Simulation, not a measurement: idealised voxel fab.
process module | voxel spacer lines
cross-section cut | 280 nm wide | cells 5 nm
A cross-section is a grid of square cells, given in bands from the top down. A band is one or more rows of cells.
Each band's line starts with the height of the band's top and of its bottom, in nm. Then come its materials from left to right, each with its width in nm. One material with "throughout" fills the band from edge to edge. "air" is empty space.
Height 0 is the level under which the wafer as received is all one material. The lowest band goes on downwards, as in "0 down".
A width such as "30 to 40" changes by the same amount from each row of cells to the next, from the band's top row to its bottom row.
"no change" after a step means that no cell of the cross-section changed.
closed voids: empty space of 8 cells or more with no open way to the top, each as width x height at its distance from the left edge, in nm
after a step's settings: what the simulator itself notes on the step
overlay nm, on a step with a mask: how far to the right of its planned place the mask lay; to the left if negative
plan
1 op RECEIVE | material Si
2 op CONFORMAL_DEP | material Al2O3 | thk nm 5
3 op DIRECTIONAL_DEP | material polySi | thk nm 10
4 op DIRECTIONAL_DEP | material aC | thk nm 20
5 op PATTERN | tone cover | mask id MANDREL | material resist | width nm 15 | pitch nm 60 | thk nm 30 | overlay nm 0
6 op DIRECTIONAL_ETCH | etch materials aC | depth nm 20
7 op STRIP | etch materials resist
8 op CONFORMAL_DEP | material SiO2 | thk nm 15
9 op DIRECTIONAL_ETCH | etch materials SiO2 | depth nm 15
10 op STRIP | etch materials aC
11 op DIRECTIONAL_ETCH | etch materials polySi | depth nm 10
12 op STRIP | etch materials SiO2
as received, after step 1
  0 down: Si throughout
  closed voids: none
a wafer at the end: this start, this plan, one mistake
  15 to 5: air 60 | polySi 10 | air 15 | polySi 10 | air 25 | polySi 10 | air 15 | polySi 10 | air 25 | polySi 10 | air 15 | polySi 10 | air 65
  5 to 0: Al2O3 throughout
  0 down: Si throughout
  closed voids: none
what went wrong: step 8 ran as: op CONFORMAL_DEP | material SiO2 | thk nm 10
